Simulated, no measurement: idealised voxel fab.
process module | voxel transistor to metal
cross-section cut | 200 nm wide | cells 5 nm
A cross-section is a grid of square cells, given in bands from the top down. A band is one or more rows of cells.
Each band's line starts with the height of the band's top and of its bottom, in nm. Then come its materials from left to right, each with its width in nm. One material with "throughout" fills the band from edge to edge. "air" is empty space.
Height 0 is the level under which the wafer as received is all one material. The lowest band goes on downwards, as in "0 down".
A width such as "30 to 40" changes by the same amount from each row of cells to the next, from the band's top row to its bottom row.
"no change" after a step means that no cell of the cross-section changed.
closed voids: empty space of 8 cells or more with no open way to the top, each as width x height at its distance from the left edge, in nm
after a step's settings: what the simulator itself notes on the step
overlay nm, on a step with a mask: how far to the right of its planned place the mask lay; to the left if negative
plan
1 op RECEIVE | material Si
2 op CONFORMAL_DEP | material SiO2 | thk nm 5
3 op CONFORMAL_DEP | material SiN | thk nm 15
4 op PATTERN | tone cover | mask id ACTIVE | material resist | width nm 100 | thk nm 15 | overlay nm 0
5 op DIRECTIONAL_ETCH | etch materials SiN | depth nm 15
6 op DIRECTIONAL_ETCH | etch materials SiO2 | depth nm 5
7 op DIRECTIONAL_ETCH | etch materials Si | depth nm 30
8 op STRIP | etch materials resist
9 op OXIDIZE | depth nm 5
10 op FILL_DEP | material SiO2 | thk nm 5
11 op CMP | height nm 20
12 op SELECTIVE_ETCH | etch materials SiO2 | depth nm 15
13 op STRIP | etch materials SiN
14 op SELECTIVE_ETCH | etch materials SiO2 | depth nm 5
15 op OXIDIZE | depth nm 5
16 op DIRECTIONAL_DEP | material polySi | thk nm 20
17 op DIRECTIONAL_DEP | material SiCN | thk nm 15
18 op PATTERN | tone cover | mask id GATE | material resist | width nm 20 | thk nm 20 | overlay nm 0
19 op DIRECTIONAL_ETCH | etch materials SiCN | depth nm 25
20 op DIRECTIONAL_ETCH | etch materials polySi | depth nm 30
21 op STRIP | etch materials resist
22 op CONFORMAL_DEP | material SiO2 | thk nm 5
23 op DIRECTIONAL_ETCH | etch materials SiO2 | depth nm 5
24 op CONFORMAL_DEP | material SiN | thk nm 5
25 op DIRECTIONAL_ETCH | etch materials SiN | depth nm 5
26 op DIRECTIONAL_ETCH | etch materials SiO2 | depth nm 5
27 op DIRECTIONAL_ETCH | etch materials Si | depth nm 10
28 op EPI | material pSi | thk nm 15
29 op FILL_DEP | material SiO2 | thk nm 5
30 op CMP | height nm 35
31 op DIRECTIONAL_DEP | material SiO2 | thk nm 10
32 op DIRECTIONAL_DEP | material aC | thk nm 15
33 op PATTERN | tone open | mask id CONTACT | material resist | width nm 30 | pitch nm 60 | thk nm 30 | overlay nm 0
34 op DIRECTIONAL_ETCH | etch materials aC | depth nm 15
35 op STRIP | etch materials resist
36 op DIRECTIONAL_ETCH | etch materials SiO2 | depth nm 45
37 op STRIP | etch materials aC
38 op CONFORMAL_DEP | material TiN | thk nm 5
39 op FILL_DEP | material Ru | thk nm 10
40 op CMP | height nm 45
41 op DIRECTIONAL_DEP | material TiN | thk nm 5
42 op DIRECTIONAL_DEP | material W | thk nm 15
43 op PATTERN | tone cover | mask id METAL_1 | material resist | width nm 20 | pitch nm 70 | thk nm 15 | overlay nm 0
44 op DIRECTIONAL_ETCH | etch materials W | depth nm 15
45 op DIRECTIONAL_ETCH | etch materials TiN | depth nm 5
46 op STRIP | etch materials resist
47 op FILL_DEP | material lowk | thk nm 5
48 op CMP | height nm 65
49 op CONFORMAL_DEP | material SiCN | thk nm 5
50 op DIRECTIONAL_DEP | material lowk | thk nm 30
51 op MASKED_ETCH | tone open | mask id METAL_2_HOLES | width nm 15 | pitch nm 70 | etch materials lowk | depth nm 30 | overlay nm 0
52 op MASKED_ETCH | tone open | mask id METAL_2 | width nm 20 | pitch nm 70 | etch materials lowk | depth nm 20 | overlay nm 0
53 op MASKED_ETCH | tone open | mask id METAL_2 | width nm 20 | pitch nm 70 | etch materials SiCN | depth nm 5 | overlay nm 0
54 op CONFORMAL_DEP | material TiN | thk nm 5
55 op FILL_DEP | material Ru | thk nm 5
56 op CMP | height nm 100
57 op CONFORMAL_DEP | material SiN | thk nm 5
as received, after step 1
  0 down: Si throughout
  closed voids: none
first wafer at the end, as planned
  105 to 100: SiN throughout
  100 to 85: lowk 55 | TiN 5 | Ru 10 | TiN 5 | lowk 50 | TiN 5 | Ru 10 | TiN 5 | lowk 55
  85 to 80: lowk 55 | TiN 5 | Ru 5 | TiN 10 | lowk 50 | TiN 5 | Ru 5 | TiN 10 | lowk 55
  80 to 70: lowk 55 | TiN 5 | Ru 5 | TiN 5 | lowk 55 | TiN 5 | Ru 5 | TiN 5 | lowk 60
  70 to 65: SiCN 55 | TiN 15 | SiCN 55 | TiN 15 | SiCN 60
  65 to 50: lowk 55 | W 20 | lowk 50 | W 20 | lowk 55
  50 to 45: lowk 55 | TiN 20 | lowk 50 | TiN 20 | lowk 55
  45 to 35: SiO2 55 | TiN 5 | Ru 20 to 15 | TiN 5 to 10 | SiO2 30 | TiN 5 to 10 | Ru 20 to 15 | TiN 5 | SiO2 55
  35 to 20: SiO2 55 | TiN 5 | Ru 15 | TiN 5 | SiN 5 | SiO2 5 | SiCN 20 | SiO2 5 | SiN 5 | TiN 5 | Ru 15 | TiN 5 | SiO2 55
  20 to 15: SiO2 55 | TiN 5 | Ru 15 | TiN 5 | SiN 5 | SiO2 5 | polySi 20 | SiO2 5 | SiN 5 | TiN 5 | Ru 15 | TiN 5 | SiO2 55
  15 to 10: SiO2 55 | TiN 25 | SiN 5 | SiO2 5 | polySi 20 | SiO2 5 | SiN 5 | TiN 25 | SiO2 55
  10 to 0: SiO2 55 | TiN 10 | pSi 15 | SiN 5 | SiO2 5 | polySi 20 | SiO2 5 | SiN 5 | pSi 15 | TiN 10 | SiO2 55
  0 to -5: SiO2 50 | pSi 30 | SiO2 40 | pSi 30 | SiO2 50
  -5 to -15: SiO2 55 | pSi 25 | Si 40 | pSi 25 | SiO2 55
  -15 to -35: SiO2 55 | Si 90 | SiO2 55
  -35 down: Si throughout
  closed voids: none
second wafer at the end: like start, like plan, one mistake
  105 to 100: SiN throughout
  100 to 85: lowk 55 | TiN 5 | Ru 10 | TiN 5 | lowk 50 | TiN 5 | Ru 10 | TiN 5 | lowk 55
  85 to 80: lowk 55 | TiN 5 | Ru 5 | TiN 10 | lowk 50 | TiN 5 | Ru 5 | TiN 10 | lowk 55
  80 to 70: lowk 55 | TiN 5 | Ru 5 | TiN 5 | lowk 55 | TiN 5 | Ru 5 | TiN 5 | lowk 60
  70 to 65: SiCN 55 | TiN 15 | SiCN 55 | TiN 15 | SiCN 60
  65 to 55: lowk 55 | W 20 | lowk 50 | W 20 | lowk 55
  55 to 50: lowk 55 | TiN 20 | lowk 50 | TiN 20 | lowk 55
  50 to 45: TiN 60 | Ru 20 | TiN 40 | Ru 20 | TiN 60
  45 to 35: SiO2 55 | TiN 5 | Ru 20 to 15 | TiN 5 to 10 | SiO2 30 | TiN 5 to 10 | Ru 20 to 15 | TiN 5 | SiO2 55
  35 to 20: SiO2 55 | TiN 5 | Ru 15 | TiN 5 | SiN 5 | SiO2 5 | SiCN 20 | SiO2 5 | SiN 5 | TiN 5 | Ru 15 | TiN 5 | SiO2 55
  20 to 15: SiO2 55 | TiN 5 | Ru 15 | TiN 5 | SiN 5 | SiO2 5 | polySi 20 | SiO2 5 | SiN 5 | TiN 5 | Ru 15 | TiN 5 | SiO2 55
  15 to 10: SiO2 55 | TiN 25 | SiN 5 | SiO2 5 | polySi 20 | SiO2 5 | SiN 5 | TiN 25 | SiO2 55
  10 to 0: SiO2 55 | TiN 10 | pSi 15 | SiN 5 | SiO2 5 | polySi 20 | SiO2 5 | SiN 5 | pSi 15 | TiN 10 | SiO2 55
  0 to -5: SiO2 50 | pSi 30 | SiO2 40 | pSi 30 | SiO2 50
  -5 to -15: SiO2 55 | pSi 25 | Si 40 | pSi 25 | SiO2 55
  -15 to -35: SiO2 55 | Si 90 | SiO2 55
  -35 down: Si throughout
  closed voids: none
what went wrong: step 40 ran as: op CMP | height nm 50
at the end the second wafer has, in cells: 8 more of Ru | 32 more of TiN | 8 fewer of W | 32 fewer of lowk
